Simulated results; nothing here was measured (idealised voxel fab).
Herein follows the process module entitled voxel wiring stack.
Pictured: cross-section cut, 230 nm wide, on a grid of 5 nm square cells.
Cross-section format: a grid of square cells, given as bands from top to bottom; each band is one or more rows of cells. Top, bottom (nm), then materials left to right with widths (nm); lone material tagged "everywhere" fills the whole band edge to edge; "air" = empty space. Heads up on the height convention: 0 is the point under which the incoming wafer is all one material, and the lowest band has no bottom, it just keeps going down, like "0..down". Top row gets the first number, bottom row gets the second, and each row in between changes by the same step: that is how a band width like "30..40" works. Reading "no change" for a step: not a cell of the cross-section changed in it. This entry, "Enclosed void listing", enumerates those empty regions of no fewer than 8 cells that possess no open connection to the top. Each region is reported in the form width x height at distance, the distance being taken from the left edge, with all three quantities expressed in nm. after a step's settings: what the simulator itself notes on the step. overlay nm: where the mask lay relative to plan, measured to the right, on steps with a mask; negatives go left. Layout of what follows: cross-section pairs, each bracketing one process step, the after cross-section shown only to the lowest band that changed, the step between and its settings noted under each pair. Pairs may originate in different runs of this module on the same starting wafer; a pair continues from the pair above only where its entry headed "Snapshot before" says so.
-- Snapshot before
* 195..175  air 25 nm / resist 25 nm / air 25 nm / resist 25 nm / air 25 nm / resist 25 nm / air 25 nm / resist 25 nm / air 30 nm
* 175..155  air 25 nm / W 25 nm / air 25 nm / W 25 nm / air 25 nm / W 25 nm / air 25 nm / W 25 nm / air 30 nm
* 155..150  air 25 nm / TiN 25 nm / air 25 nm / TiN 25 nm / air 25 nm / TiN 25 nm / air 25 nm / TiN 25 nm / air 30 nm
* 150..140  lowk 25 nm / TiN 5 nm / Ru 5 nm / TiN 5 nm / lowk 85 nm / TiN 5 nm / Ru 5 nm / TiN 5 nm / lowk 90 nm
* 140..135  SiCN 25 nm / TiN 15 nm / SiCN 85 nm / TiN 15 nm / SiCN 90 nm
* 135..110  SiO2 20 nm / SiCN 5 nm / Ru 25 nm / SiCN 5 nm / SiO2 15 nm / SiCN 5 nm / Ru 25 nm / SiCN 5 nm / SiO2 15 nm / SiCN 5 nm / Ru 25 nm / SiCN 5 nm / SiO2 15 nm / SiCN 5 nm / Ru 25 nm / SiCN 5 nm / SiO2 25 nm
* 110..105  SiCN 25 nm / TiN 25 nm / SiCN 25 nm / TiN 25 nm / SiCN 25 nm / TiN 25 nm / SiCN 25 nm / TiN 25 nm / SiCN 30 nm
* 105..95  SiO2 25 nm / TiN 5 nm / Ru 5 nm / TiN 5 nm / SiO2 85 nm / TiN 5 nm / Ru 5 nm / TiN 5 nm / SiO2 90 nm
* 95..90  SiCN 25 nm / TiN 15 nm / SiCN 85 nm / TiN 15 nm / SiCN 90 nm
* 90..70  SiO2 25 nm / TiN 5 nm / Cu 15 nm / TiN 5 nm / SiO2 25 nm / TiN 5 nm / Cu 15 nm / TiN 5 nm / SiO2 25 nm / TiN 5 nm / Cu 15 nm / TiN 5 nm / SiO2 25 nm / TiN 5 nm / Cu 15 nm / TiN 5 nm / SiO2 30 nm
* 70..65  SiN 25 nm / TiN 25 nm / SiN 25 nm / TiN 25 nm / SiN 25 nm / TiN 25 nm / SiN 25 nm / TiN 25 nm / SiN 30 nm
* 65..50  lowk 25 nm / Ru 15 nm / lowk 85 nm / Ru 15 nm / lowk 90 nm
* 50..45  SiCN 25 nm / Ru 15 nm / SiCN 85 nm / Ru 15 nm / SiCN 90 nm
* 45..20  SiO2 25 nm / TiN 5 nm / W 15 nm / TiN 5 nm / SiO2 25 nm / TiN 5 nm / W 15 nm / TiN 5 nm / SiO2 25 nm / TiN 5 nm / W 15 nm / TiN 5 nm / SiO2 25 nm / TiN 5 nm / W 15 nm / TiN 5 nm / SiO2 30 nm
* 20..15  SiCN 25 nm / TiN 25 nm / SiCN 25 nm / TiN 25 nm / SiCN 25 nm / TiN 25 nm / SiCN 25 nm / TiN 25 nm / SiCN 30 nm
* 15..0  SiO2 everywhere
* 0..down  Si everywhere
* Enclosed void listing: none
-- Step Result
* 175..155  air 25 nm / W 25 nm / air 25 nm / W 25 nm / air 25 nm / W 25 nm / air 25 nm / W 25 nm / air 30 nm
* Note: structure below 155 unchanged.
* Enclosed void listing: none
The before and after cross-sections above are linked by STRIP, etch materials resist
Snapshot before: The initial state for this step is given by the after cross-section of the immediately preceding pair.
-- Step Result
* 180..175  SiO2 everywhere
* 175..155  SiO2 25 nm / W 25 nm / SiO2 25 nm / W 25 nm / SiO2 25 nm / W 25 nm / SiO2 25 nm / W 25 nm / SiO2 30 nm
* 155..150  SiO2 25 nm / TiN 25 nm / SiO2 25 nm / TiN 25 nm / SiO2 25 nm / TiN 25 nm / SiO2 25 nm / TiN 25 nm / SiO2 30 nm
* Note: structure below 150 unchanged.
* Enclosed void listing: none
The before and after cross-sections above are linked by FILL_DEP, material SiO2, thk nm 5
Snapshot before: The initial state for this step is given by the after cross-section of the immediately preceding pair.
-- Step Result
* 175..155  SiO2 25 nm / W 25 nm / SiO2 25 nm / W 25 nm / SiO2 25 nm / W 25 nm / SiO2 25 nm / W 25 nm / SiO2 30 nm
* Note: structure below 155 unchanged.
* Enclosed void listing: none
The before and after cross-sections above are linked by CMP, height nm 175
Snapshot before: The initial state for this step is given by the after cross-section of the immediately preceding pair.
-- Step Result
* 180..175  SiN everywhere
* Note: structure below 175 unchanged.
* Enclosed void listing: none
The before and after cross-sections above are linked by CONFORMAL_DEP, material SiN, thk nm 5
-- Snapshot before
* 105..95  Cu everywhere
* 95..90  TiN 30 nm / Cu 15 nm / TiN 35 nm / Cu 15 nm / TiN 35 nm / Cu 15 nm / TiN 35 nm / Cu 15 nm / TiN 35 nm
* 90..70  SiO2 25 nm / TiN 5 nm / Cu 15 nm / TiN 5 nm / SiO2 25 nm / TiN 5 nm / Cu 15 nm / TiN 5 nm / SiO2 25 nm / TiN 5 nm / Cu 15 nm / TiN 5 nm / SiO2 25 nm / TiN 5 nm / Cu 15 nm / TiN 5 nm / SiO2 30 nm
* 70..65  SiN 25 nm / TiN 25 nm / SiN 25 nm / TiN 25 nm / SiN 25 nm / TiN 25 nm / SiN 25 nm / TiN 25 nm / SiN 30 nm
* 65..50  lowk 25 nm / Ru 15 nm / lowk 85 nm / Ru 15 nm / lowk 90 nm
* 50..45  SiCN 25 nm / Ru 15 nm / SiCN 85 nm / Ru 15 nm / SiCN 90 nm
* 45..20  SiO2 25 nm / TiN 5 nm / W 15 nm / TiN 5 nm / SiO2 25 nm / TiN 5 nm / W 15 nm / TiN 5 nm / SiO2 25 nm / TiN 5 nm / W 15 nm / TiN 5 nm / SiO2 25 nm / TiN 5 nm / W 15 nm / TiN 5 nm / SiO2 30 nm
* 20..15  SiCN 25 nm / TiN 25 nm / SiCN 25 nm / TiN 25 nm / SiCN 25 nm / TiN 25 nm / SiCN 25 nm / TiN 25 nm / SiCN 30 nm
* 15..0  SiO2 everywhere
* 0..down  Si everywhere
* Enclosed void listing: none
-- Step Result
* 110..105  SiCN everywhere
* Note: structure below 105 unchanged.
* Enclosed void listing: none
The before and after cross-sections above are linked by CONFORMAL_DEP, material SiCN, thk nm 5
Snapshot before: The initial state for this step is given by the after cross-section of the immediately preceding pair.
-- Step Result
* 120..110  SiO2 everywhere
* Note: structure below 110 unchanged.
* Enclosed void listing: none
The before and after cross-sections above are linked by DIRECTIONAL_DEP, material SiO2, thk nm 10
Snapshot before: The initial state for this step is given by the after cross-section of the immediately preceding pair.
-- Step Result
* 135..120  aC everywhere
* Note: structure below 120 unchanged.
* Enclosed void listing: none
The before and after cross-sections above are linked by DIRECTIONAL_DEP, material aC, thk nm 15
Snapshot before: The initial state for this step is given by the after cross-section of the immediately preceding pair.
-- Step Result
* 165..135  resist 25 nm / air 15 nm / resist 85 nm / air 15 nm / resist 90 nm
* Note: structure below 135 unchanged.
* Enclosed void listing: none
The before and after cross-sections above are linked by PATTERN, tone open, mask id PLUG_2, material resist, width nm 15, pitch nm 100, thk nm 30, overlay nm 0
Snapshot before: The initial state for this step is given by the after cross-section of the immediately preceding pair.
-- Step Result
* 150..135  resist 25 nm / air 15 nm / resist 85 nm / air 15 nm / resist 90 nm
* 135..120  aC 25 nm / air 15 nm / aC 85 nm / air 15 nm / aC 90 nm
* Note: structure below 120 unchanged.
* Enclosed void listing: none
The before and after cross-sections above are linked by DIRECTIONAL_ETCH, etch materials aC, depth nm 15
Snapshot before: The initial state for this step is given by the after cross-section of the immediately preceding pair.
-- Step Result
* 135..120  aC 25 nm / air 15 nm / aC 85 nm / air 15 nm / aC 90 nm
* Note: structure below 120 unchanged.
* Enclosed void listing: none
The before and after cross-sections above are linked by STRIP, etch materials resist
Snapshot before: The initial state for this step is given by the after cross-section of the immediately preceding pair.
-- Step Result
* 135..120  aC 25 nm / air 15 nm / aC 85 nm / air 15 nm / aC 90 nm
* 120..110  SiO2 25 nm / air 15 nm / SiO2 85 nm / air 15 nm / SiO2 90 nm
* Note: structure below 110 unchanged.
* Enclosed void listing: none
The before and after cross-sections above are linked by DIRECTIONAL_ETCH, etch materials SiO2, depth nm 10
Snapshot before: The initial state for this step is given by the after cross-section of the immediately preceding pair.
-- Step Result
* 135..120  aC 25 nm / air 15 nm / aC 85 nm / air 15 nm / aC 90 nm
* 120..110  SiO2 25 nm / air 15 nm / SiO2 85 nm / air 15 nm / SiO2 90 nm
* 110..105  SiCN 25 nm / air 15 nm / SiCN 85 nm / air 15 nm / SiCN 90 nm
* Note: structure below 105 unchanged.
* Enclosed void listing: none
The before and after cross-sections above are linked by DIRECTIONAL_ETCH, etch materials SiCN, depth nm 5
Snapshot before: The initial state for this step is given by the after cross-section of the immediately preceding pair.
-- Step Result
* 120..110  SiO2 25 nm / air 15 nm / SiO2 85 nm / air 15 nm / SiO2 90 nm
* Note: structure below 110 unchanged.
* Enclosed void listing: none
The before and after cross-sections above are linked by STRIP, etch materials aC
Snapshot before: The initial state for this step is given by the after cross-section of the immediately preceding pair.
-- Step Result
* 125..120  TiN 30 nm / air 5 nm / TiN 95 nm / air 5 nm / TiN 95 nm
* 120..110  SiO2 25 nm / TiN 5 nm / air 5 nm / TiN 5 nm / SiO2 85 nm / TiN 5 nm / air 5 nm / TiN 5 nm / SiO2 90 nm
* 110..105  SiCN 25 nm / TiN 15 nm / SiCN 85 nm / TiN 15 nm / SiCN 90 nm
* Note: structure below 105 unchanged.
* Enclosed void listing: none
The before and after cross-sections above are linked by CONFORMAL_DEP, material TiN, thk nm 5
Snapshot before: The initial state for this step is given by the after cross-section of the immediately preceding pair.
-- Step Result
* 130..125  Ru everywhere
* 125..120  TiN 30 nm / Ru 5 nm / TiN 95 nm / Ru 5 nm / TiN 95 nm
* 120..110  SiO2 25 nm / TiN 5 nm / Ru 5 nm / TiN 5 nm / SiO2 85 nm / TiN 5 nm / Ru 5 nm / TiN 5 nm / SiO2 90 nm
* Note: structure below 110 unchanged.
* Enclosed void listing: none
The before and after cross-sections above are linked by FILL_DEP, material Ru, thk nm 5
Snapshot before: The initial state for this step is given by the after cross-section of the immediately preceding pair.
-- Step Result
* 105..95  Cu everywhere
* Note: structure below 95 unchanged.
* Enclosed void listing: none
The before and after cross-sections above are linked by CMP, height nm 105
Snapshot before: The initial state for this step is given by the after cross-section of the immediately preceding pair.
-- Step Result
* 110..105  TiN everywhere
* Note: structure below 105 unchanged.
* Enclosed void listing: none
The before and after cross-sections above are linked by DIRECTIONAL_DEP, material TiN, thk nm 5
Snapshot before: The initial state for this step is given by the after cross-section of the immediately preceding pair.
-- Step Result
* 135..110  Ru everywhere
* Note: structure below 110 unchanged.
* Enclosed void listing: none
The before and after cross-sections above are linked by DIRECTIONAL_DEP, material Ru, thk nm 25
Snapshot before: The initial state for this step is given by the after cross-section of the immediately preceding pair.
-- Step Result
* 145..135  aC everywhere
* Note: structure below 135 unchanged.
* Enclosed void listing: none
The before and after cross-sections above are linked by DIRECTIONAL_DEP, material aC, thk nm 10
Snapshot before: The initial state for this step is given by the after cross-section of the immediately preceding pair.
-- Step Result
* 175..145  air 25 nm / resist 25 nm / air 25 nm / resist 25 nm / air 25 nm / resist 25 nm / air 25 nm / resist 25 nm / air 30 nm
* Note: structure below 145 unchanged.
* Enclosed void listing: none
The before and after cross-sections above are linked by PATTERN, tone cover, mask id METAL_3, material resist, width nm 25, pitch nm 50, thk nm 30, overlay nm 0
Snapshot before: The initial state for this step is given by the after cross-section of the immediately preceding pair.
-- Step Result
* 165..145  air 25 nm / resist 25 nm / air 25 nm / resist 25 nm / air 25 nm / resist 25 nm / air 25 nm / resist 25 nm / air 30 nm
* 145..135  air 25 nm / aC 25 nm / air 25 nm / aC 25 nm / air 25 nm / aC 25 nm / air 25 nm / aC 25 nm / air 30 nm
* Note: structure below 135 unchanged.
* Enclosed void listing: none
The before and after cross-sections above are linked by DIRECTIONAL_ETCH, etch materials aC, depth nm 10
Snapshot before: The initial state for this step is given by the after cross-section of the immediately preceding pair.
-- Step Result
* 145..135  air 25 nm / aC 25 nm / air 25 nm / aC 25 nm / air 25 nm / aC 25 nm / air 25 nm / aC 25 nm / air 30 nm
* Note: structure below 135 unchanged.
* Enclosed void listing: none
The before and after cross-sections above are linked by STRIP, etch materials resist
Snapshot before: The initial state for this step is given by the after cross-section of the immediately preceding pair.
-- Step Result
* 145..135  air 25 nm / aC 25 nm / air 25 nm / aC 25 nm / air 25 nm / aC 25 nm / air 25 nm / aC 25 nm / air 30 nm
* 135..110  air 25 nm / Ru 25 nm / air 25 nm / Ru 25 nm / air 25 nm / Ru 25 nm / air 25 nm / Ru 25 nm / air 30 nm
* Note: structure below 110 unchanged.
* Enclosed void listing: none
The before and after cross-sections above are linked by DIRECTIONAL_ETCH, etch materials Ru, depth nm 25
Snapshot before: The initial state for this step is given by the after cross-section of the immediately preceding pair.
-- Step Result
* 145..135  air 25 nm / aC 25 nm / air 25 nm / aC 25 nm / air 25 nm / aC 25 nm / air 25 nm / aC 25 nm / air 30 nm
* 135..110  air 25 nm / Ru 25 nm / air 25 nm / Ru 25 nm / air 25 nm / Ru 25 nm / air 25 nm / Ru 25 nm / air 30 nm
* 110..105  air 25 nm / TiN 25 nm / air 25 nm / TiN 25 nm / air 25 nm / TiN 25 nm / air 25 nm / TiN 25 nm / air 30 nm
* Note: structure below 105 unchanged.
* Enclosed void listing: none
The before and after cross-sections above are linked by DIRECTIONAL_ETCH, etch materials TiN, depth nm 5
Snapshot before: The initial state for this step is given by the after cross-section of the immediately preceding pair.
-- Step Result
* 135..110  air 25 nm / Ru 25 nm / air 25 nm / Ru 25 nm / air 25 nm / Ru 25 nm / air 25 nm / Ru 25 nm / air 30 nm
* Note: structure below 110 unchanged.
* Enclosed void listing: none
The before and after cross-sections above are linked by STRIP, etch materials aC
Snapshot before: The initial state for this step is given by the after cross-section of the immediately preceding pair.
-- Step Result
* 140..135  air 20 nm / SiCN 35 nm / air 15 nm / SiCN 35 nm / air 15 nm / SiCN 35 nm / air 15 nm / SiCN 35 nm / air 25 nm
* 135..110  air 20 nm / SiCN 5 nm / Ru 25 nm / SiCN 5 nm / air 15 nm / SiCN 5 nm / Ru 25 nm / SiCN 5 nm / air 15 nm / SiCN 5 nm / Ru 25 nm / SiCN 5 nm / air 15 nm / SiCN 5 nm / Ru 25 nm / SiCN 5 nm / air 25 nm
* 110..105  SiCN 25 nm / TiN 25 nm / SiCN 25 nm / TiN 25 nm / SiCN 25 nm / TiN 25 nm / SiCN 25 nm / TiN 25 nm / SiCN 30 nm
* Note: structure below 105 unchanged.
* Enclosed void listing: none
The before and after cross-sections above are linked by CONFORMAL_DEP, material SiCN, thk nm 5
Snapshot before: The initial state for this step is given by the after cross-section of the immediately preceding pair.
-- Step Result
* 150..140  SiO2 everywhere
* 140..135  SiO2 20 nm / SiCN 35 nm / SiO2 15 nm / SiCN 35 nm / SiO2 15 nm / SiCN 35 nm / SiO2 15 nm / SiCN 35 nm / SiO2 25 nm
* 135..110  SiO2 20 nm / SiCN 5 nm / Ru 25 nm / SiCN 5 nm / SiO2 15 nm / SiCN 5 nm / Ru 25 nm / SiCN 5 nm / SiO2 15 nm / SiCN 5 nm / Ru 25 nm / SiCN 5 nm / SiO2 15 nm / SiCN 5 nm / Ru 25 nm / SiCN 5 nm / SiO2 25 nm
* Note: structure below 110 unchanged.
* Enclosed void listing: none
The before and after cross-sections above are linked by FILL_DEP, material SiO2, thk nm 10
Snapshot before: The initial state for this step is given by the after cross-section of the immediately preceding pair.
-- Step Result
* 135..110  SiO2 20 nm / SiCN 5 nm / Ru 25 nm / SiCN 5 nm / SiO2 15 nm / SiCN 5 nm / Ru 25 nm / SiCN 5 nm / SiO2 15 nm / SiCN 5 nm / Ru 25 nm / SiCN 5 nm / SiO2 15 nm / SiCN 5 nm / Ru 25 nm / SiCN 5 nm / SiO2 25 nm
* Note: structure below 110 unchanged.
* Enclosed void listing: none
The before and after cross-sections above are linked by CMP, height nm 135
Snapshot before: The initial state for this step is given by the after cross-section of the immediately preceding pair.
-- Step Result
* 140..135  SiCN everywhere
* Note: structure below 135 unchanged.
* Enclosed void listing: none
The before and after cross-sections above are linked by CONFORMAL_DEP, material SiCN, thk nm 5
Snapshot before: The initial state for this step is given by the after cross-section of the immediately preceding pair.
-- Step Result
* 150..140  lowk everywhere
* Note: structure below 140 unchanged.
* Enclosed void listing: none
The before and after cross-sections above are linked by DIRECTIONAL_DEP, material lowk, thk nm 10
Snapshot before: The initial state for this step is given by the after cross-section of the immediately preceding pair.
-- Step Result
* 170..150  resist 25 nm / air 15 nm / resist 85 nm / air 15 nm / resist 90 nm
* Note: structure below 150 unchanged.
* Enclosed void listing: none
The before and after cross-sections above are linked by PATTERN, tone open, mask id PLUG_3, material resist, width nm 15, pitch nm 100, thk nm 20, overlay nm 0
Snapshot before: The initial state for this step is given by the after cross-section of the immediately preceding pair.
-- Step Result
* 170..150  resist 25 nm / air 15 nm / resist 85 nm / air 15 nm / resist 90 nm
* 150..140  lowk 25 nm / air 15 nm / lowk 85 nm / air 15 nm / lowk 90 nm
* Note: structure below 140 unchanged.
* Enclosed void listing: none
The before and after cross-sections above are linked by DIRECTIONAL_ETCH, etch materials lowk, depth nm 10
Snapshot before: The initial state for this step is given by the after cross-section of the immediately preceding pair.
-- Step Result
* 170..150  resist 25 nm / air 15 nm / resist 85 nm / air 15 nm / resist 90 nm
* 150..140  lowk 25 nm / air 15 nm / lowk 85 nm / air 15 nm / lowk 90 nm
* 140..135  SiCN 25 nm / air 15 nm / SiCN 85 nm / air 15 nm / SiCN 90 nm
* Note: structure below 135 unchanged.
* Enclosed void listing: none
The before and after cross-sections above are linked by DIRECTIONAL_ETCH, etch materials SiCN, depth nm 5
Snapshot before: The initial state for this step is given by the after cross-section of the immediately preceding pair.
-- Step Result
* 150..140  lowk 25 nm / air 15 nm / lowk 85 nm / air 15 nm / lowk 90 nm
* Note: structure below 140 unchanged.
* Enclosed void listing: none
The before and after cross-sections above are linked by STRIP, etch materials resist
Snapshot before: The initial state for this step is given by the after cross-section of the immediately preceding pair.
-- Step Result
* 155..150  TiN 30 nm / air 5 nm / TiN 95 nm / air 5 nm / TiN 95 nm
* 150..140  lowk 25 nm / TiN 5 nm / air 5 nm / TiN 5 nm / lowk 85 nm / TiN 5 nm / air 5 nm / TiN 5 nm / lowk 90 nm
* 140..135  SiCN 25 nm / TiN 15 nm / SiCN 85 nm / TiN 15 nm / SiCN 90 nm
* Note: structure below 135 unchanged.
* Enclosed void listing: none
The before and after cross-sections above are linked by CONFORMAL_DEP, material TiN, thk nm 5
Snapshot before: The initial state for this step is given by the after cross-section of the immediately preceding pair.
-- Step Result
* 160..155  Ru everywhere
* 155..150  TiN 30 nm / Ru 5 nm / TiN 95 nm / Ru 5 nm / TiN 95 nm
* 150..140  lowk 25 nm / TiN 5 nm / Ru 5 nm / TiN 5 nm / lowk 85 nm / TiN 5 nm / Ru 5 nm / TiN 5 nm / lowk 90 nm
* Note: structure below 140 unchanged.
* Enclosed void listing: none
The before and after cross-sections above are linked by FILL_DEP, material Ru, thk nm 5
Snapshot before: The initial state for this step is given by the after cross-section of the immediately preceding pair.
-- Step Result
* 150..140  lowk 25 nm / TiN 5 nm / Ru 5 nm / TiN 5 nm / lowk 85 nm / TiN 5 nm / Ru 5 nm / TiN 5 nm / lowk 90 nm
* Note: structure below 140 unchanged.
* Enclosed void listing: none
The before and after cross-sections above are linked by CMP, height nm 150
Snapshot before: The initial state for this step is given by the after cross-section of the immediately preceding pair.
-- Step Result
* 155..150  TiN everywhere
* Note: structure below 150 unchanged.
* Enclosed void listing: none
The before and after cross-sections above are linked by DIRECTIONAL_DEP, material TiN, thk nm 5
Snapshot before: The initial state for this step is given by the after cross-section of the immediately preceding pair.
-- Step Result
* 175..155  W everywhere
* Note: structure below 155 unchanged.
* Enclosed void listing: none
The before and after cross-sections above are linked by DIRECTIONAL_DEP, material W, thk nm 20
Snapshot before: The initial state for this step is given by the after cross-section of the immediately preceding pair.
-- Step Result
* 195..175  air 25 nm / resist 25 nm / air 25 nm / resist 25 nm / air 25 nm / resist 25 nm / air 25 nm / resist 25 nm / air 30 nm
* Note: structure below 175 unchanged.
* Enclosed void listing: none
The before and after cross-sections above are linked by PATTERN, tone cover, mask id METAL_4, material resist, width nm 25, pitch nm 50, thk nm 20, overlay nm 0
Snapshot before: The initial state for this step is given by the after cross-section of the immediately preceding pair.
-- Step Result
* 195..175  air 25 nm / resist 25 nm / air 25 nm / resist 25 nm / air 25 nm / resist 25 nm / air 25 nm / resist 25 nm / air 30 nm
* 175..155  air 25 nm / W 25 nm / air 25 nm / W 25 nm / air 25 nm / W 25 nm / air 25 nm / W 25 nm / air 30 nm
* Note: structure below 155 unchanged.
* Enclosed void listing: none
The before and after cross-sections above are linked by DIRECTIONAL_ETCH, etch materials W, depth nm 20
Snapshot before: The initial state for this step is given by the after cross-section of the immediately preceding pair.
-- Step Result
* 195..175  air 25 nm / resist 25 nm / air 25 nm / resist 25 nm / air 25 nm / resist 25 nm / air 25 nm / resist 25 nm / air 30 nm
* 175..155  air 25 nm / W 25 nm / air 25 nm / W 25 nm / air 25 nm / W 25 nm / air 25 nm / W 25 nm / air 30 nm
* 155..150  air 25 nm / TiN 25 nm / air 25 nm / TiN 25 nm / air 25 nm / TiN 25 nm / air 25 nm / TiN 25 nm / air 30 nm
* Note: structure below 150 unchanged.
* Enclosed void listing: none
The before and after cross-sections above are linked by DIRECTIONAL_ETCH, etch materials TiN, depth nm 5
Snapshot before: The initial state for this step is given by the after cross-section of the immediately preceding pair.
-- Step Result
* 175..155  air 25 nm / W 25 nm / air 25 nm / W 25 nm / air 25 nm / W 25 nm / air 25 nm / W 25 nm / air 30 nm
* Note: structure below 155 unchanged.
* Enclosed void listing: none
The before and after cross-sections above are linked by STRIP, etch materials resist
Snapshot before: The initial state for this step is given by the after cross-section of the immediately preceding pair.
-- Step Result
* 180..175  SiO2 everywhere
* 175..155  SiO2 25 nm / W 25 nm / SiO2 25 nm / W 25 nm / SiO2 25 nm / W 25 nm / SiO2 25 nm / W 25 nm / SiO2 30 nm
* 155..150  SiO2 25 nm / TiN 25 nm / SiO2 25 nm / TiN 25 nm / SiO2 25 nm / TiN 25 nm / SiO2 25 nm / TiN 25 nm / SiO2 30 nm
* Note: structure below 150 unchanged.
* Enclosed void listing: none
The before and after cross-sections above are linked by FILL_DEP, material SiO2, thk nm 5
Snapshot before: The initial state for this step is given by the after cross-section of the immediately preceding pair.
-- Step Result
* 175..155  SiO2 25 nm / W 25 nm / SiO2 25 nm / W 25 nm / SiO2 25 nm / W 25 nm / SiO2 25 nm / W 25 nm / SiO2 30 nm
* Note: structure below 155 unchanged.
* Enclosed void listing: none
The before and after cross-sections above are linked by CMP, height nm 175
Snapshot before: The initial state for this step is given by the after cross-section of the immediately preceding pair.
-- Step Result
* 180..175  SiN everywhere
* Note: structure below 175 unchanged.
* Enclosed void listing: none
The before and after cross-sections above are linked by CONFORMAL_DEP, material SiN, thk nm 5
-- Snapshot before
* 65..50  lowk 25 nm / Ru 15 nm / lowk 85 nm / Ru 15 nm / lowk 90 nm
* 50..45  SiCN 25 nm / Ru 15 nm / SiCN 85 nm / Ru 15 nm / SiCN 90 nm
* 45..20  SiO2 25 nm / TiN 5 nm / W 15 nm / TiN 5 nm / SiO2 25 nm / TiN 5 nm / W 15 nm / TiN 5 nm / SiO2 25 nm / TiN 5 nm / W 15 nm / TiN 5 nm / SiO2 25 nm / TiN 5 nm / W 15 nm / TiN 5 nm / SiO2 30 nm
* 20..15  SiCN 25 nm / TiN 25 nm / SiCN 25 nm / TiN 25 nm / SiCN 25 nm / TiN 25 nm / SiCN 25 nm / TiN 25 nm / SiCN 30 nm
* 15..0  SiO2 everywhere
* 0..down  Si everywhere
* Enclosed void listing: none
-- Step Result
* 75..65  air 15 nm / Ru 35 nm / air 65 nm / Ru 35 nm / air 80 nm
* Note: structure below 65 unchanged.
* Enclosed void listing: none
The before and after cross-sections above are linked by EPI, material Ru, thk nm 10
Snapshot before: The initial state for this step is given by the after cross-section of the immediately preceding pair.
-- Step Result
* 80..75  air 10 nm / SiN 45 nm / air 55 nm / SiN 45 nm / air 75 nm
* 75..70  air 10 nm / SiN 5 nm / Ru 35 nm / SiN 5 nm / air 55 nm / SiN 5 nm / Ru 35 nm / SiN 5 nm / air 75 nm
* 70..65  SiN 15 nm / Ru 35 nm / SiN 65 nm / Ru 35 nm / SiN 80 nm
* Note: structure below 65 unchanged.
* Enclosed void listing: none
The before and after cross-sections above are linked by CONFORMAL_DEP, material SiN, thk nm 5
Snapshot before: The initial state for this step is given by the after cross-section of the immediately preceding pair.
-- Step Result
* 100..90  air 10 nm / SiO2 45 nm / air 55 nm / SiO2 45 nm / air 75 nm
* 90..80  SiO2 everywhere
* 80..75  SiO2 10 nm / SiN 45 nm / SiO2 55 nm / SiN 45 nm / SiO2 75 nm
* 75..70  SiO2 10 nm / SiN 5 nm / Ru 35 nm / SiN 5 nm / SiO2 55 nm / SiN 5 nm / Ru 35 nm / SiN 5 nm / SiO2 75 nm
* Note: structure below 70 unchanged.
* Enclosed void listing: none
The before and after cross-sections above are linked by DIRECTIONAL_DEP, material SiO2, thk nm 20
Snapshot before: The initial state for this step is given by the after cross-section of the immediately preceding pair.
-- Step Result
* 100..90  air 10 nm / SiO2 15 nm / air 25 nm / SiO2 5 nm / air 55 nm / SiO2 15 nm / air 25 nm / SiO2 5 nm / air 75 nm
* 90..80  SiO2 25 nm / air 25 nm / SiO2 25 nm / air 25 nm / SiO2 25 nm / air 25 nm / SiO2 25 nm / air 25 nm / SiO2 30 nm
* 80..75  SiO2 10 nm / SiN 45 nm / SiO2 20 nm / air 25 nm / SiO2 10 nm / SiN 45 nm / SiO2 20 nm / air 25 nm / SiO2 30 nm
* 75..70  SiO2 10 nm / SiN 5 nm / Ru 35 nm / SiN 5 nm / SiO2 20 nm / air 25 nm / SiO2 10 nm / SiN 5 nm / Ru 35 nm / SiN 5 nm / SiO2 20 nm / air 25 nm / SiO2 30 nm
* Note: structure below 70 unchanged.
* Enclosed void listing: none
The before and after cross-sections above are linked by MASKED_ETCH, tone open, mask id METAL_2, width nm 25, pitch nm 50, etch materials SiO2, depth nm 20, overlay nm 0
Snapshot before: The initial state for this step is given by the after cross-section of the immediately preceding pair.
-- Step Result
* 100..90  air 10 nm / SiO2 15 nm / air 25 nm / SiO2 5 nm / air 55 nm / SiO2 15 nm / air 25 nm / SiO2 5 nm / air 75 nm
* 90..80  SiO2 25 nm / air 25 nm / SiO2 25 nm / air 25 nm / SiO2 25 nm / air 25 nm / SiO2 25 nm / air 25 nm / SiO2 30 nm
* 80..75  SiO2 10 nm / SiN 15 nm / air 25 nm / SiN 5 nm / SiO2 20 nm / air 25 nm / SiO2 10 nm / SiN 15 nm / air 25 nm / SiN 5 nm / SiO2 20 nm / air 25 nm / SiO2 30 nm
* 75..70  SiO2 10 nm / SiN 5 nm / Ru 35 nm / SiN 5 nm / SiO2 20 nm / air 25 nm / SiO2 10 nm / SiN 5 nm / Ru 35 nm / SiN 5 nm / SiO2 20 nm / air 25 nm / SiO2 30 nm
* 70..65  SiN 15 nm / Ru 35 nm / SiN 25 nm / air 25 nm / SiN 15 nm / Ru 35 nm / SiN 25 nm / air 25 nm / SiN 30 nm
* Note: structure below 65 unchanged.
* Enclosed void listing: none
The before and after cross-sections above are linked by MASKED_ETCH, tone open, mask id METAL_2, width nm 25, pitch nm 50, etch materials SiN, depth nm 5, overlay nm 0
